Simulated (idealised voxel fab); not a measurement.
Process module, titled voxel plated lines
Pictured: cross-section cut, 195 nm wide, on a grid of 5 nm square cells.
A cross-section is a grid of square cells, given in bands from the top down. A band is one or more rows of cells.
Basically the band line says how high the top is and how high the bottom is, in nm, and then what's in it from left to right, every material with its width in nm. Empty space shows up as "blank", and if a single material carries "all across" it runs the full band edge to edge.
Heads up on the height convention: 0 is the point under which the incoming wafer is all one material, and the lowest band has no bottom, it just keeps going down, like "0 nm and below".
The notation "30..40" denotes a width that varies across the rows of cells in the band, beginning at the first number in the top row, finishing at the second number in the bottom row, and changing by an identical amount from each row to the next.
Given "nothing altered" for a step, no cell of the cross-section differs between before and after that step.
Voids not open to the top, 8 cells minimum: see "Closed cavity list". Written width x height at distance; distance is from the left edge; nm.
Note: text after step settings on the step line = simulator remark on that step.
A step's line can hold "overlay nm"; with a mask on that step, the setting says how far right of the planned place the mask lay, while a negative setting says it lay to the left.

### plan
1. RECEIVE (material Si)
2. CONFORMAL_DEP (material SiN; thk nm 10)
3. DIRECTIONAL_DEP (material TiN; thk nm 5)
4. PATTERN (tone open; mask id LINES; material resist; width nm 20; pitch nm 40; thk nm 15; overlay nm 0)
5. EPI (material Ru; thk nm 5)
6. STRIP (etch materials resist)
7. DIRECTIONAL_ETCH (etch materials TiN; depth nm 5)
8. CONFORMAL_DEP (material SiCN; thk nm 10)

### Incoming wafer in cross-section (state: after step 1)
	0 nm and below  Si all across
	Closed cavity list: none

### Here's the wafer cut in cross-section after the module, started and planned just like above, except one thing was done wrong in the run
	25 nm to 15 nm  SiCN all across
	15 nm to 5 nm  SiN all across
	5 nm to 0 nm  TiN all across
	0 nm and below  Si all across
	Closed cavity list: none
what went wrong: so 2 and 3 got swapped relative to the plan, each ran where the other was supposed to
